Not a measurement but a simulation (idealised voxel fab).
process module | voxel ribs on slabs
cross-section cut | 270 nm wide | cells 5 nm
A cross-section is a grid of square cells, given in bands from the top down. A band is one or more rows of cells.
Each band's line starts with the height of the band's top and of its bottom, in nm. Then come its materials from left to right, each with its width in nm. One material with "throughout" fills the band from edge to edge. "air" is empty space.
Height 0 is the level under which the wafer as received is all one material. The lowest band goes on downwards, as in "0 down".
A width such as "30 to 40" changes by the same amount from each row of cells to the next, from the band's top row to its bottom row.
"no change" after a step means that no cell of the cross-section changed.
closed voids: empty space of 8 cells or more with no open way to the top, each as width x height at its distance from the left edge, in nm
after a step's settings: what the simulator itself notes on the step
overlay nm, on a step with a mask: how far to the right of its planned place the mask lay; to the left if negative
plan
1 op RECEIVE | material Si
2 op DIRECTIONAL_DEP | material SiO2 | thk nm 25
3 op DIRECTIONAL_DEP | material SiN | thk nm 20
4 op PATTERN | tone cover | mask id RIB | material resist | width nm 30 | thk nm 15 | overlay nm 0
5 op DIRECTIONAL_ETCH | etch materials SiN | depth nm 15
6 op STRIP | etch materials resist
7 op MASKED_ETCH | tone cover | mask id SLAB | width nm 80 | etch materials SiN | depth nm 5 | overlay nm 0
8 op FILL_DEP | material SiO2 | thk nm 25
9 op CMP | height nm 65
10 op DIRECTIONAL_DEP | material TiN | thk nm 5
11 op DIRECTIONAL_DEP | material aC | thk nm 15
12 op PATTERN | tone cover | mask id HEATER | material resist | width nm 40 | thk nm 35 | overlay nm 0
13 op DIRECTIONAL_ETCH | etch materials aC | depth nm 15
14 op STRIP | etch materials resist
15 op DIRECTIONAL_ETCH | etch materials TiN | depth nm 5
16 op STRIP | etch materials aC
17 op CONFORMAL_DEP | material SiO2 | thk nm 10
first wafer, as planned
as received, after step 1
  0 down: Si throughout
  closed voids: none
after step 2
  25 to 0: SiO2 throughout
  below 0: unchanged
after step 3
  45 to 25: SiN throughout
  below 25: unchanged
after step 4
  60 to 45: air 120 | resist 30 | air 120
  below 45: unchanged
after step 5
  60 to 45: air 120 | resist 30 | air 120
  45 to 30: air 120 | SiN 30 | air 120
  below 30: unchanged
after step 6
  45 to 30: air 120 | SiN 30 | air 120
  below 30: unchanged
after step 7
  45 to 30: air 120 | SiN 30 | air 120
  30 to 25: air 95 | SiN 80 | air 95
  below 25: unchanged
after step 8
  70 to 45: SiO2 throughout
  45 to 30: SiO2 120 | SiN 30 | SiO2 120
  30 to 25: SiO2 95 | SiN 80 | SiO2 95
  below 25: unchanged
after step 9
  65 to 45: SiO2 throughout
  below 45: unchanged
after step 10
  70 to 65: TiN throughout
  below 65: unchanged
after step 11
  85 to 70: aC throughout
  below 70: unchanged
after step 12
  120 to 85: air 115 | resist 40 | air 115
  below 85: unchanged
after step 13
  105 to 85: air 115 | resist 40 | air 115
  85 to 70: air 115 | aC 40 | air 115
  below 70: unchanged
after step 14
  85 to 70: air 115 | aC 40 | air 115
  below 70: unchanged
after step 15
  85 to 70: air 115 | aC 40 | air 115
  70 to 65: air 115 | TiN 40 | air 115
  below 65: unchanged
after step 16
  70 to 65: air 115 | TiN 40 | air 115
  below 65: unchanged
after step 17
  80 to 75: air 105 | SiO2 60 | air 105
  75 to 70: SiO2 throughout
  70 to 65: SiO2 115 | TiN 40 | SiO2 115
  below 65: unchanged
second wafer: like start, like plan, one mistake. Through step 6 it matches the first wafer
when step 7 should have ended
  45 to 30: air 120 | SiN 30 | air 120
  30 to 25: air 85 | SiN 80 | air 105
  below 25: unchanged
when step 8 should have ended
  70 to 45: SiO2 throughout
  45 to 30: SiO2 120 | SiN 30 | SiO2 120
  30 to 25: SiO2 85 | SiN 80 | SiO2 105
  below 25: unchanged
when step 9 should have ended
  65 to 45: SiO2 throughout
  below 45: unchanged
when step 10 should have ended
  70 to 65: TiN throughout
  below 65: unchanged
when step 11 should have ended
  85 to 70: aC throughout
  below 70: unchanged
when step 12 should have ended
  120 to 85: air 115 | resist 40 | air 115
  below 85: unchanged
when step 13 should have ended
  105 to 85: air 115 | resist 40 | air 115
  85 to 70: air 115 | aC 40 | air 115
  below 70: unchanged
when step 14 should have ended
  85 to 70: air 115 | aC 40 | air 115
  below 70: unchanged
when step 15 should have ended
  85 to 70: air 115 | aC 40 | air 115
  70 to 65: air 115 | TiN 40 | air 115
  below 65: unchanged
when step 16 should have ended
  70 to 65: air 115 | TiN 40 | air 115
  below 65: unchanged
when step 17 should have ended
  80 to 75: air 105 | SiO2 60 | air 105
  75 to 70: SiO2 throughout
  70 to 65: SiO2 115 | TiN 40 | SiO2 115
  below 65: unchanged
what went wrong: step 7 ran as: op MASKED_ETCH | tone cover | mask id SLAB | width nm 80 | etch materials SiN | depth nm 5 | overlay nm -10
at the end the second wafer has, in cells: as many of each material as the first, in other places
